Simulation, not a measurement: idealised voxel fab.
Name of the process module below: voxel capacitor over wiring
This is section cut - it's 170 nm across, gridded in 5 nm square cells.
A cross-section is a grid of square cells, given in bands from the top down. A band is one or more rows of cells. The band entry comprises the height of the band's top followed by the height of its bottom, expressed in nm, and subsequently the band's materials from left to right, each stated together with its width in nm. Where a single material is marked with the word "edge to edge", that material fills the band from edge to edge. The word "empty" represents empty space. Heights from 0 (as-received wafer is one material below). Bottom band endless downward, as "top 0, no bottom". Think of "30..40" as a width that walks from the first number to the second as you go down the band, top row to bottom row, taking equal-sized steps from row to row. "nothing different" after a step means that no cell of the cross-section changed. "Closed cavity list": empty spaces of 8 cells or more with no open way to the top, each given as width x height at distance, distance from the left edge, all in nm. Note: text after step settings on the step line = simulator remark on that step. What "overlay nm" on a step's line means: if the step has a mask, that mask lay this far to the right of its planned place, or, when the value is negative, to the left.

This section lists the process steps that were planned:
1. RECEIVE [material Si]
2. CONFORMAL_DEP [material SiO2] [thk nm 10]
3. DIRECTIONAL_DEP [material TiN] [thk nm 5]
4. DIRECTIONAL_DEP [material Ru] [thk nm 15]
5. MASKED_ETCH [tone cover] [mask id METAL_1] [width nm 25] [pitch nm 80] [etch materials Ru] [depth nm 15] [overlay nm 0]
6. MASKED_ETCH [tone cover] [mask id METAL_1] [width nm 25] [pitch nm 80] [etch materials TiN] [depth nm 5] [overlay nm 0]
7. CONFORMAL_DEP [material SiCN] [thk nm 5]
8. FILL_DEP [material lowk] [thk nm 10]
9. CMP [height nm 30]
10. CONFORMAL_DEP [material SiCN] [thk nm 5]
11. DIRECTIONAL_DEP [material lowk] [thk nm 15]
12. PATTERN [tone open] [mask id PLUG_1] [material resist] [width nm 15] [thk nm 15] [overlay nm 0]
13. DIRECTIONAL_ETCH [etch materials lowk] [depth nm 15]
14. DIRECTIONAL_ETCH [etch materials SiCN] [depth nm 5]
15. STRIP [etch materials resist]
16. CONFORMAL_DEP [material TiN] [thk nm 5]
17. FILL_DEP [material Ru] [thk nm 5]
18. CMP [height nm 50]
19. DIRECTIONAL_DEP [material TiN] [thk nm 10]
20. DIRECTIONAL_DEP [material SiN] [thk nm 5]
21. DIRECTIONAL_DEP [material TiN] [thk nm 10]
22. PATTERN [tone cover] [mask id UPPER_PLATE] [material resist] [width nm 60] [thk nm 15] [overlay nm 0]
23. DIRECTIONAL_ETCH [etch materials TiN] [depth nm 10]
24. DIRECTIONAL_ETCH [etch materials SiN] [depth nm 5]
25. STRIP [etch materials resist]
26. DIRECTIONAL_DEP [material aC] [thk nm 10]
27. PATTERN [tone cover] [mask id LOWER_PLATE] [material resist] [width nm 70] [thk nm 25] [overlay nm 0]
28. DIRECTIONAL_ETCH [etch materials aC] [depth nm 10]
29. STRIP [etch materials resist]
30. DIRECTIONAL_ETCH [etch materials TiN] [depth nm 10]
31. STRIP [etch materials aC]
32. FILL_DEP [material SiO2] [thk nm 15]
33. CMP [height nm 85]
34. DIRECTIONAL_DEP [material aC] [thk nm 15]
35. PATTERN [tone open] [mask id PLUG_2] [material resist] [width nm 15] [thk nm 30] [overlay nm 0]
36. DIRECTIONAL_ETCH [etch materials aC] [depth nm 15]
37. STRIP [etch materials resist]
38. DIRECTIONAL_ETCH [etch materials SiO2] [depth nm 10]
39. STRIP [etch materials aC]
40. CONFORMAL_DEP [material TiN] [thk nm 5]
41. FILL_DEP [material Ru] [thk nm 10]
42. CMP [height nm 85]
43. CONFORMAL_DEP [material SiCN] [thk nm 5]

Incoming wafer in cross-section (state: after step 1):
* top 0, no bottom = Si edge to edge
* Closed cavity list: none

The cross-section shown corresponds to the wafer at the conclusion of the module. The initial structure and the process plan are those presented above; however, one mistake occurred in executing the plan:
* top 90, bottom 85 = SiCN edge to edge
* top 85, bottom 80 = 50 of SiO2; 5 of TiN; 5 of Ru; 5 of TiN; 105 of SiO2
* top 80, bottom 75 = 50 of SiO2; 15 of TiN; 105 of SiO2
* top 75, bottom 65 = 40 of SiO2; 60 of TiN; 70 of SiO2
* top 65, bottom 60 = 40 of SiO2; 60 of SiN; 70 of SiO2
* top 60, bottom 50 = 40 of SiO2; 70 of TiN; 60 of SiO2
* top 50, bottom 35 = 40 of lowk; 5 of TiN; 5 of Ru; 5 of TiN; 115 of lowk
* top 35, bottom 30 = 40 of SiCN; 15 of TiN; 115 of SiCN
* top 30, bottom 15 = 25 of lowk; 5 of SiCN; 25 of Ru; 5 of SiCN; 45 of lowk; 5 of SiCN; 25 of Ru; 5 of SiCN; 30 of lowk
* top 15, bottom 10 = 30 of SiCN; 25 of TiN; 55 of SiCN; 25 of TiN; 35 of SiCN
* top 10, bottom 0 = SiO2 edge to edge
* top 0, no bottom = Si edge to edge
* Closed cavity list: none
What went wrong in running the wafer? step 27 deviated from plan and actually ran as PATTERN [tone cover] [mask id LOWER_PLATE] [material resist] [width nm 70] [thk nm 25] [overlay nm 5]
